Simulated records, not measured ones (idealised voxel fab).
process module | voxel wiring stack
cross-section cut | 270 nm wide | cells 5 nm
A cross-section is a grid of square cells, given in bands from the top down. A band is one or more rows of cells.
Each band's line starts with the height of the band's top and of its bottom, in nm. Then come its materials from left to right, each with its width in nm. One material with "throughout" fills the band from edge to edge. "air" is empty space.
Height 0 is the level under which the wafer as received is all one material. The lowest band goes on downwards, as in "0 down".
A width such as "30 to 40" changes by the same amount from each row of cells to the next, from the band's top row to its bottom row.
"no change" after a step means that no cell of the cross-section changed.
closed voids: empty space of 8 cells or more with no open way to the top, each as width x height at its distance from the left edge, in nm
after a step's settings: what the simulator itself notes on the step
overlay nm, on a step with a mask: how far to the right of its planned place the mask lay; to the left if negative
plan
1 op RECEIVE | material Si
2 op CONFORMAL_DEP | material SiO2 | thk nm 10
3 op DIRECTIONAL_DEP | material TiN | thk nm 5
4 op DIRECTIONAL_DEP | material W | thk nm 20
5 op MASKED_ETCH | tone cover | mask id METAL_1 | width nm 25 | pitch nm 55 | etch materials W | depth nm 20 | overlay nm 0
6 op MASKED_ETCH | tone cover | mask id METAL_1 | width nm 25 | pitch nm 55 | etch materials TiN | depth nm 5 | overlay nm 0
7 op CONFORMAL_DEP | material SiCN | thk nm 5
8 op FILL_DEP | material SiO2 | thk nm 5
9 op CMP | height nm 35
10 op CONFORMAL_DEP | material SiCN | thk nm 5
11 op DIRECTIONAL_DEP | material lowk | thk nm 15
12 op DIRECTIONAL_DEP | material aC | thk nm 15
13 op PATTERN | tone open | mask id PLUG_1 | material resist | width nm 15 | pitch nm 55 | thk nm 30 | overlay nm 0
14 op DIRECTIONAL_ETCH | etch materials aC | depth nm 15
15 op STRIP | etch materials resist
16 op DIRECTIONAL_ETCH | etch materials lowk | depth nm 15
17 op DIRECTIONAL_ETCH | etch materials SiCN | depth nm 5
18 op STRIP | etch materials aC
19 op CONFORMAL_DEP | material TiN | thk nm 5
20 op FILL_DEP | material Cu | thk nm 10
21 op CMP | height nm 55
22 op DIRECTIONAL_DEP | material TiN | thk nm 5
23 op DIRECTIONAL_DEP | material Ru | thk nm 20
24 op DIRECTIONAL_DEP | material aC | thk nm 15
25 op PATTERN | tone cover | mask id METAL_2 | material resist | width nm 25 | pitch nm 55 | thk nm 35 | overlay nm 0
26 op DIRECTIONAL_ETCH | etch materials aC | depth nm 15
27 op STRIP | etch materials resist
28 op DIRECTIONAL_ETCH | etch materials Ru | depth nm 20
29 op DIRECTIONAL_ETCH | etch materials TiN | depth nm 5
30 op STRIP | etch materials aC
31 op FILL_DEP | material SiO2 | thk nm 5
32 op CMP | height nm 80
33 op CONFORMAL_DEP | material SiCN | thk nm 5
34 op DIRECTIONAL_DEP | material lowk | thk nm 30
35 op PATTERN | tone open | mask id METAL_3 | material resist | width nm 25 | pitch nm 55 | thk nm 20 | overlay nm 0
36 op DIRECTIONAL_ETCH | etch materials lowk | depth nm 15
37 op STRIP | etch materials resist
38 op DIRECTIONAL_DEP | material aC | thk nm 15
39 op PATTERN | tone open | mask id METAL_3_HOLES | material resist | width nm 15 | thk nm 35 | overlay nm 0
40 op DIRECTIONAL_ETCH | etch materials aC | depth nm 15
41 op STRIP | etch materials resist
42 op DIRECTIONAL_ETCH | etch materials lowk | depth nm 15
43 op DIRECTIONAL_ETCH | etch materials SiCN | depth nm 5
44 op STRIP | etch materials aC
45 op CONFORMAL_DEP | material TiN | thk nm 5
46 op FILL_DEP | material Cu | thk nm 10
47 op CMP | height nm 115
48 op CONFORMAL_DEP | material SiN | thk nm 5
as received, after step 1
  0 down: Si throughout
  closed voids: none
a wafer at the end: this start, this plan, one mistake
  120 to 115: SiN throughout
  115 to 105: lowk 95 | TiN 5 | Cu 15 | TiN 5 | lowk 30 | TiN 5 | Cu 15 | TiN 5 | lowk 95
  105 to 100: lowk 95 | TiN 5 | Cu 5 | TiN 15 | lowk 30 | TiN 25 | lowk 95
  100 to 85: lowk 95 | TiN 5 | Cu 5 | TiN 5 | lowk 160
  85 to 80: SiCN 95 | TiN 15 | SiCN 160
  80 to 60: SiO2 95 | Ru 25 | SiO2 30 | Ru 25 | SiO2 95
  60 to 55: SiO2 95 | TiN 25 | SiO2 30 | TiN 25 | SiO2 95
  55 to 40: lowk 95 | TiN 5 | Cu 5 | TiN 5 | lowk 40 | TiN 5 | Cu 5 | TiN 5 | lowk 105
  40 to 35: SiCN 95 | TiN 15 | SiCN 40 | TiN 15 | SiCN 105
  35 to 30: SiO2 90 | SiCN 35 | SiO2 20 | SiCN 35 | SiO2 90
  30 to 10: SiO2 90 | SiCN 5 | W 25 | SiCN 5 | SiO2 20 | SiCN 5 | W 25 | SiCN 5 | SiO2 90
  10 to 5: SiCN 95 | TiN 25 | SiCN 30 | TiN 25 | SiCN 95
  5 to 0: SiO2 throughout
  0 down: Si throughout
  closed voids: none
what went wrong: step 2 ran as: op CONFORMAL_DEP | material SiO2 | thk nm 5
